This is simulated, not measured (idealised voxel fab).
Name of the process module below: voxel wiring stack
The width of the displayed cross-section, cut, is 205 nm; its cells are square, with a size of 5 nm.
Reading order for cross-sections: top band down to bottom band. Underlying form: a grid of square cells. Band size: one or more rows of cells.
Per band: top height and bottom height in nm, followed by the left-to-right materials and their widths in nm; "everywhere" marks a single material spanning edge to edge, "empty" marks empty space.
For the purposes of this specification, 0 denotes the height below which the wafer in its as-received condition is composed wholly of one material, and the lowermost band, lacking a lower limit, extends downward without end, as expressed in "0 down".
The two numbers in a width such as "30..40" mark its ends across the band: the first belongs to the top row of cells, the second to the bottom row, and from each row to the next the width moves by the same amount.
The cross-section has no changed cell in any step marked "no change occurred".
Each empty space that has no open way to the top and spans at least 8 cells appears under "Sealed void inventory" as width x height at distance, the distance counted from the left edge, all in nm.
Past the settings on a step's line: simulator remark, on that step.
"overlay nm" answers the question of how far to the right of plan the mask lay on a step that has a mask, and when it is negative the answer is to the left.

**Steps in the process plan**
1,RECEIVE (material Si)
2,CONFORMAL_DEP (material SiO2; thk nm 10)
3,CONFORMAL_DEP (material SiCN; thk nm 5)
4,DIRECTIONAL_DEP (material SiO2; thk nm 25)
5,PATTERN (tone open; mask id METAL_1; material resist; width nm 25; pitch nm 40; thk nm 15; overlay nm 0)
6,DIRECTIONAL_ETCH (etch materials SiO2; depth nm 25)
7,DIRECTIONAL_ETCH (etch materials SiCN; depth nm 5)
8,STRIP (etch materials resist)
9,CONFORMAL_DEP (material TiN; thk nm 5)
10,FILL_DEP (material Cu; thk nm 5)
11,CMP (height nm 40)
12,EPI (material Ru; thk nm 5)
13,FILL_DEP (material SiCN; thk nm 5)
14,DIRECTIONAL_DEP (material SiO2; thk nm 10)
15,MASKED_ETCH (tone open; mask id PLUG_1; width nm 15; pitch nm 40; etch materials SiO2; depth nm 10; overlay nm 0)
16,MASKED_ETCH (tone open; mask id PLUG_1; width nm 15; pitch nm 40; etch materials SiCN; depth nm 5; overlay nm 0)
17,EPI (material Ru; thk nm 10)
18,EPI (material Ru; thk nm 5)
19,CONFORMAL_DEP (material SiN; thk nm 5)
20,DIRECTIONAL_DEP (material SiO2; thk nm 25)
21,MASKED_ETCH (tone open; mask id METAL_2; width nm 25; pitch nm 40; etch materials SiO2; depth nm 25; overlay nm 0)
22,MASKED_ETCH (tone open; mask id METAL_2; width nm 25; pitch nm 40; etch materials SiN; depth nm 5; overlay nm 0)
23,CONFORMAL_DEP (material TiN; thk nm 5)
24,FILL_DEP (material Cu; thk nm 5)
25,CMP (height nm 90)
26,CONFORMAL_DEP (material SiCN; thk nm 5)
27,DIRECTIONAL_DEP (material lowk; thk nm 15)
28,MASKED_ETCH (tone open; mask id PLUG_2; width nm 15; pitch nm 40; etch materials lowk; depth nm 15; overlay nm 0)
29,MASKED_ETCH (tone open; mask id PLUG_2; width nm 15; pitch nm 40; etch materials SiCN; depth nm 5; overlay nm 0)
30,EPI (material Ru; thk nm 10)
31,EPI (material Ru; thk nm 10)
32,CONFORMAL_DEP (material SiCN; thk nm 5)
33,DIRECTIONAL_DEP (material lowk; thk nm 20)
34,DIRECTIONAL_DEP (material aC; thk nm 15)
35,PATTERN (tone open; mask id METAL_3; material resist; width nm 25; pitch nm 40; thk nm 35; overlay nm 0)
36,DIRECTIONAL_ETCH (etch materials aC; depth nm 15)
37,STRIP (etch materials resist)
38,DIRECTIONAL_ETCH (etch materials lowk; depth nm 20)
39,DIRECTIONAL_ETCH (etch materials SiCN; depth nm 5)
40,STRIP (etch materials aC)
41,CONFORMAL_DEP (material TiN; thk nm 5)
42,FILL_DEP (material Cu; thk nm 10)
43,CMP (height nm 135)
44,CONFORMAL_DEP (material SiN; thk nm 5)

**This is the cross-section of the wafer as we received it, i.e. after step 1**
> 0 down: Si everywhere
> Sealed void inventory: none

**Here's the cross-section of the first of our two wafers at the end of the module - it ran as planned**
> 140 to 135: SiN everywhere
> 135 to 115: lowk 30 nm / TiN 5 nm / Cu 15 nm / TiN 5 nm / lowk 15 nm / TiN 5 nm / Cu 15 nm / TiN 5 nm / lowk 15 nm / TiN 5 nm / Cu 15 nm / TiN 5 nm / lowk 15 nm / TiN 5 nm / Cu 15 nm / TiN 5 nm / lowk 30 nm
> 115 to 110: SiCN 30 nm / TiN 25 nm / SiCN 15 nm / TiN 25 nm / SiCN 15 nm / TiN 25 nm / SiCN 15 nm / TiN 25 nm / SiCN 30 nm
> 110 to 95: lowk 30 nm / Ru 15 nm / lowk 25 nm / Ru 15 nm / lowk 25 nm / Ru 15 nm / lowk 25 nm / Ru 15 nm / lowk 40 nm
> 95 to 90: SiCN 30 nm / Ru 15 nm / SiCN 25 nm / Ru 15 nm / SiCN 25 nm / Ru 15 nm / SiCN 25 nm / Ru 15 nm / SiCN 40 nm
> 90 to 65: SiO2 30 nm / TiN 5 nm / Cu 15 nm / TiN 5 nm / SiO2 15 nm / TiN 5 nm / Cu 15 nm / TiN 5 nm / SiO2 15 nm / TiN 5 nm / Cu 15 nm / TiN 5 nm / SiO2 15 nm / TiN 5 nm / Cu 15 nm / TiN 5 nm / SiO2 30 nm
> 65 to 60: SiN 30 nm / TiN 25 nm / SiN 15 nm / TiN 25 nm / SiN 15 nm / TiN 25 nm / SiN 15 nm / TiN 25 nm / SiN 30 nm
> 60 to 50: SiO2 30 nm / Ru 15 nm / SiO2 25 nm / Ru 15 nm / SiO2 25 nm / Ru 15 nm / SiO2 25 nm / Ru 15 nm / SiO2 40 nm
> 50 to 40: SiCN 30..25 nm / Ru 15..35 nm / SiCN 25..5 nm / Ru 15..35 nm / SiCN 25..5 nm / Ru 15..35 nm / SiCN 25..5 nm / Ru 15..35 nm / SiCN 40..25 nm
> 40 to 15: SiO2 30 nm / TiN 5 nm / Cu 15 nm / TiN 5 nm / SiO2 15 nm / TiN 5 nm / Cu 15 nm / TiN 5 nm / SiO2 15 nm / TiN 5 nm / Cu 15 nm / TiN 5 nm / SiO2 15 nm / TiN 5 nm / Cu 15 nm / TiN 5 nm / SiO2 30 nm
> 15 to 10: SiCN 30 nm / TiN 25 nm / SiCN 15 nm / TiN 25 nm / SiCN 15 nm / TiN 25 nm / SiCN 15 nm / TiN 25 nm / SiCN 30 nm
> 10 to 0: SiO2 everywhere
> 0 down: Si everywhere
> Sealed void inventory: none

**Cross-section of the latter of the two wafers at module completion. It had an identical start and an identical plan to the former; in running it, one mistake was made**
> 140 to 135: SiN everywhere
> 135 to 115: lowk 30 nm / TiN 5 nm / Cu 15 nm / TiN 5 nm / lowk 15 nm / TiN 5 nm / Cu 15 nm / TiN 5 nm / lowk 15 nm / TiN 5 nm / Cu 15 nm / TiN 5 nm / lowk 15 nm / TiN 5 nm / Cu 15 nm / TiN 5 nm / lowk 30 nm
> 115 to 110: SiCN 30 nm / TiN 25 nm / SiCN 15 nm / TiN 25 nm / SiCN 15 nm / TiN 25 nm / SiCN 15 nm / TiN 25 nm / SiCN 30 nm
> 110 to 95: lowk 30 nm / Ru 15 nm / lowk 25 nm / Ru 15 nm / lowk 25 nm / Ru 15 nm / lowk 25 nm / Ru 15 nm / lowk 40 nm
> 95 to 90: SiCN 30 nm / Ru 15 nm / SiCN 25 nm / Ru 15 nm / SiCN 25 nm / Ru 15 nm / SiCN 25 nm / Ru 15 nm / SiCN 40 nm
> 90 to 75: SiO2 30 nm / TiN 5 nm / Cu 15 nm / TiN 5 nm / SiO2 15 nm / TiN 5 nm / Cu 15 nm / TiN 5 nm / SiO2 15 nm / TiN 5 nm / Cu 15 nm / TiN 5 nm / SiO2 15 nm / TiN 5 nm / Cu 15 nm / TiN 5 nm / SiO2 30 nm
> 75 to 70: SiO2 15 nm / SiN 15 nm / TiN 25 nm / SiN 15 nm / TiN 25 nm / SiN 15 nm / TiN 25 nm / SiN 15 nm / TiN 25 nm / SiN 5 nm / SiO2 25 nm
> 70 to 65: SiO2 15 nm / SiN 5 nm / Ru 35 nm / SiN 5 nm / Ru 35 nm / SiN 5 nm / Ru 35 nm / SiN 5 nm / Ru 35 nm / SiN 5 nm / SiO2 25 nm
> 65 to 60: SiN 20 nm / Ru 35 nm / SiN 5 nm / Ru 35 nm / SiN 5 nm / Ru 35 nm / SiN 5 nm / Ru 35 nm / SiN 30 nm
> 60 to 50: SiO2 30 nm / Ru 15 nm / SiO2 25 nm / Ru 15 nm / SiO2 25 nm / Ru 15 nm / SiO2 25 nm / Ru 15 nm / SiO2 40 nm
> 50 to 40: SiCN 30..25 nm / Ru 15..35 nm / SiCN 25..5 nm / Ru 15..35 nm / SiCN 25..5 nm / Ru 15..35 nm / SiCN 25..5 nm / Ru 15..35 nm / SiCN 40..25 nm
> 40 to 15: SiO2 30 nm / TiN 5 nm / Cu 15 nm / TiN 5 nm / SiO2 15 nm / TiN 5 nm / Cu 15 nm / TiN 5 nm / SiO2 15 nm / TiN 5 nm / Cu 15 nm / TiN 5 nm / SiO2 15 nm / TiN 5 nm / Cu 15 nm / TiN 5 nm / SiO2 30 nm
> 15 to 10: SiCN 30 nm / TiN 25 nm / SiCN 15 nm / TiN 25 nm / SiCN 15 nm / TiN 25 nm / SiCN 15 nm / TiN 25 nm / SiCN 30 nm
> 10 to 0: SiO2 everywhere
> 0 down: Si everywhere
> Sealed void inventory: none
What was the processing mistake? step 17 of the plan was executed twice over
Cell-count delta at end, second wafer over first, by material: 24 fewer of Cu | 56 more of Ru | 10 more of SiN | 26 fewer of SiO2 | 16 fewer of TiN
